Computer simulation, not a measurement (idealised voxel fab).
Module name: voxel self aligned contacts (process module)
Section shown: cut. Width: 275 nm. Cell size: 5 nm, square.
If you're reading a cross-section in this doc, picture square cells in a grid; it comes to you as bands, top ones listed first down to the bottom, and a band can be one or more rows of cells.
Within each band entry, the heights of the top and of the bottom of the band appear first, in that order and in nm; the materials of the band then follow from left to right, each with its corresponding width in nm. The designation "everywhere" on a single material indicates that it fills the band from edge to edge; the designation "air" indicates empty space.
Height is counted from the level 0, under which the received wafer is composed throughout of one material. The lowest of the bands is not closed at the bottom but continues downward, in the notation "0 nm and below".
You'd read "30..40" like this: the band's top row of cells is as wide as the first number, its bottom row is as wide as the second, and going down, every row changes width by the same amount as the row before did.
"nothing changed" after a step means that no cell of the cross-section changed.
What "Unvented cavities" gives you is every empty space of 8 cells or more that is cut off from the top. Each appears as width x height at distance, with the distance taken from the left edge and width, height and distance all in nm.
Where a step's line continues beyond its settings, the continuation is a remark by the simulator itself on that step.
Each step line may optionally specify "overlay nm", which for a step with a mask gives the rightward distance between the mask's planned place and where it lay, a negative value indicating the leftward direction.

Below is the list of planned process steps:
| 1 | RECEIVE,material Si |
| 2 | OXIDIZE,depth nm 5 |
| 3 | DIRECTIONAL_DEP,material polySi,thk nm 25 |
| 4 | DIRECTIONAL_DEP,material SiN,thk nm 15 |
| 5 | DIRECTIONAL_DEP,material aC,thk nm 10 |
| 6 | PATTERN,tone cover,mask id GATE,material resist,width nm 35,pitch nm 65,thk nm 25,overlay nm 0 |
| 7 | DIRECTIONAL_ETCH,etch materials aC,depth nm 10 |
| 8 | STRIP,etch materials resist |
| 9 | DIRECTIONAL_ETCH,etch materials SiN,depth nm 15 |
| 10 | DIRECTIONAL_ETCH,etch materials polySi,depth nm 25 |
| 11 | STRIP,etch materials aC |
| 12 | CONFORMAL_DEP,material SiN,thk nm 5 |
| 13 | DIRECTIONAL_ETCH,etch materials SiN,depth nm 5 |
| 14 | FILL_DEP,material SiO2,thk nm 20 |
| 15 | CMP,height nm 50 |
| 16 | DIRECTIONAL_DEP,material aC,thk nm 15 |
| 17 | PATTERN,tone open,mask id CONTACT,material resist,width nm 50,thk nm 35,overlay nm 0 |
| 18 | DIRECTIONAL_ETCH,etch materials aC,depth nm 15 |
| 19 | STRIP,etch materials resist |
| 20 | DIRECTIONAL_ETCH,etch materials SiO2,depth nm 55 |
| 21 | STRIP,etch materials aC |
| 22 | CONFORMAL_DEP,material TiN,thk nm 5 |
| 23 | FILL_DEP,material Ru,thk nm 5 |
| 24 | CMP,height nm 50 |
| 25 | CONFORMAL_DEP,material SiN,thk nm 5 |

Received-state cross-section, reflecting completion of step 1:
	0 nm and below | Si everywhere
	Unvented cavities: none

Starting structure and process plan are as shown above, but one mistake was made in running the module; the wafer cross-section at the end of the module follows:
	55 nm to 50 nm | SiN everywhere
	50 nm to 40 nm | SiO2 (115) / TiN (5..15) / Ru (35..10) / TiN (5..20) / SiO2 (115)
	40 nm to 25 nm | SiO2 (80) / SiN (45) / TiN (5) / Ru (10) / TiN (5) / SiN (45) / SiO2 (85)
	25 nm to 0 nm | SiO2 (80) / SiN (5) / polySi (35) / SiN (5) / TiN (5) / Ru (10) / TiN (5) / SiN (5) / polySi (35) / SiN (5) / SiO2 (85)
	0 nm to -5 nm | SiO2 (125) / TiN (20) / SiO2 (130)
	-5 nm and below | Si everywhere
	Unvented cavities: none
Heads up, the wafer didn't run the way we planned it: step 17, actual vs plan mismatch, actual run PATTERN,tone open,mask id CONTACT,material resist,width nm 45,thk nm 35,overlay nm 0
